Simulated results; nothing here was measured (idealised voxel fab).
Title: Process Module voxel self aligned vias
FYI the section here is cut, 290 nm wide, cells are 5 nm squares.
Throughout this document, each cross-section is represented as a grid of square cells and is presented as a sequence of bands enumerated from the top downward, where a band comprises one or more rows of cells. Per band: top height and bottom height in nm, followed by the left-to-right materials and their widths in nm; "full width" marks a single material spanning edge to edge, "empty" marks empty space. Height 0 is the level under which the wafer as received is all one material. The lowest band goes on downwards, as in "from 0 down". Top row gets the first number, bottom row gets the second, and each row in between changes by the same step: that is how a band width like "30 to 40" works. Basically "remained unchanged" means that step didn't change any cell in the cross-section. "Closed void roster" lists enclosed empty spaces (at least 8 cells, no open path upward to the top), each as width x height at distance from the left edge, in nm. It should be noted that, on the line of a given step, the content following the step's settings is a remark produced by the simulator itself with respect to that step. The setting "overlay nm" may be written on the line of a step. When the step uses a mask, the value reports how far to the right of the planned place the mask lay, and a negative value reports that it lay to the left.
This section lists the process steps that were planned
1: RECEIVE,material Si
2: CONFORMAL_DEP,material SiO2,thk nm 10
3: CONFORMAL_DEP,material SiCN,thk nm 5
4: DIRECTIONAL_DEP,material lowk,thk nm 30
5: DIRECTIONAL_DEP,material aC,thk nm 10
6: PATTERN,tone open,mask id LINES,material resist,width nm 30,pitch nm 80,thk nm 25,overlay nm -15
7: DIRECTIONAL_ETCH,etch materials aC,depth nm 10
8: STRIP,etch materials resist
9: DIRECTIONAL_ETCH,etch materials lowk,depth nm 30
10: STRIP,etch materials aC
11: CONFORMAL_DEP,material TiN,thk nm 5
12: FILL_DEP,material Ru,thk nm 5
13: CMP,height nm 45
14: SELECTIVE_ETCH,etch materials W Ru TiN,depth nm 10
15: FILL_DEP,material SiN,thk nm 5
16: CMP,height nm 45
17: DIRECTIONAL_DEP,material lowk,thk nm 15
18: DIRECTIONAL_DEP,material aC,thk nm 15
19: PATTERN,tone open,mask id VIAS,material resist,width nm 50,pitch nm 80,thk nm 35,overlay nm 0
20: DIRECTIONAL_ETCH,etch materials aC,depth nm 15
21: STRIP,etch materials resist
22: DIRECTIONAL_ETCH,etch materials lowk,depth nm 15
23: DIRECTIONAL_ETCH,etch materials SiN,depth nm 10
24: STRIP,etch materials aC
25: CONFORMAL_DEP,material TiN,thk nm 5
26: FILL_DEP,material Ru,thk nm 5
27: CMP,height nm 60
28: CONFORMAL_DEP,material SiCN,thk nm 5
Be aware that, although all wafers share a common starting state, the overlay nm at step 6 differs among them, and the plan displays the first wafer's value.
The as-received cross-section of the first of several wafers corresponds to the state after step 1
* from 0 down  Si full width
* Closed void roster: none
After the module's final step, step 28: the first of several wafers in cross-section
* from 65 to 60  SiCN full width
* from 60 to 50  lowk 80 nm; TiN 5 nm; Ru 40 nm; TiN 5 nm; lowk 30 nm; TiN 5 nm; Ru 40 nm; TiN 5 nm; lowk 80 nm
* from 50 to 45  lowk 80 nm; TiN 5 nm; Ru 15 nm; TiN 30 nm; lowk 30 nm; TiN 5 nm; Ru 15 nm; TiN 30 nm; lowk 80 nm
* from 45 to 40  lowk 75 nm; SiN 5 nm; TiN 5 nm; Ru 15 nm; TiN 5 nm; lowk 50 nm; SiN 5 nm; TiN 5 nm; Ru 15 nm; TiN 5 nm; lowk 105 nm
* from 40 to 35  lowk 75 nm; SiN 5 nm; TiN 25 nm; lowk 50 nm; SiN 5 nm; TiN 25 nm; lowk 105 nm
* from 35 to 20  lowk 75 nm; TiN 5 nm; Ru 20 nm; TiN 5 nm; lowk 50 nm; TiN 5 nm; Ru 20 nm; TiN 5 nm; lowk 105 nm
* from 20 to 15  lowk 75 nm; TiN 30 nm; lowk 50 nm; TiN 30 nm; lowk 105 nm
* from 15 to 10  SiCN full width
* from 10 to 0  SiO2 full width
* from 0 down  Si full width
* Closed void roster: none
Cross-section at module completion, last wafer
* from 65 to 60  SiCN full width
* from 60 to 50  lowk 80 nm; TiN 5 nm; Ru 40 nm; TiN 5 nm; lowk 30 nm; TiN 5 nm; Ru 40 nm; TiN 5 nm; lowk 80 nm
* from 50 to 45  lowk 80 nm; TiN 30 nm; Ru 15 nm; TiN 5 nm; lowk 30 nm; TiN 30 nm; Ru 15 nm; TiN 5 nm; lowk 80 nm
* from 45 to 40  lowk 105 nm; TiN 5 nm; Ru 15 nm; TiN 5 nm; SiN 5 nm; lowk 50 nm; TiN 5 nm; Ru 15 nm; TiN 5 nm; SiN 5 nm; lowk 75 nm
* from 40 to 35  lowk 105 nm; TiN 25 nm; SiN 5 nm; lowk 50 nm; TiN 25 nm; SiN 5 nm; lowk 75 nm
* from 35 to 20  lowk 105 nm; TiN 5 nm; Ru 20 nm; TiN 5 nm; lowk 50 nm; TiN 5 nm; Ru 20 nm; TiN 5 nm; lowk 75 nm
* from 20 to 15  lowk 105 nm; TiN 30 nm; lowk 50 nm; TiN 30 nm; lowk 75 nm
* from 15 to 10  SiCN full width
* from 10 to 0  SiO2 full width
* from 0 down  Si full width
* Closed void roster: none
Wafer rows, end of module: cells per material gained (+) or lost (-) since receipt; closed voids last
overlay nm -15 | +68 Ru | +116 SiCN | +4 SiN | +116 SiO2 | +60 TiN | +390 lowk | Closed void roster: none
overlay nm -10 | +72 Ru | +116 SiCN | +116 SiO2 | +60 TiN | +390 lowk | Closed void roster: none
overlay nm -5 | +72 Ru | +116 SiCN | +116 SiO2 | +60 TiN | +390 lowk | Closed void roster: none
overlay nm 0 | +72 Ru | +116 SiCN | +116 SiO2 | +60 TiN | +390 lowk | Closed void roster: none
overlay nm 5 | +72 Ru | +116 SiCN | +116 SiO2 | +60 TiN | +390 lowk | Closed void roster: none
overlay nm 10 | +72 Ru | +116 SiCN | +116 SiO2 | +60 TiN | +390 lowk | Closed void roster: none
overlay nm 15 | +68 Ru | +116 SiCN | +4 SiN | +116 SiO2 | +60 TiN | +390 lowk | Closed void roster: none
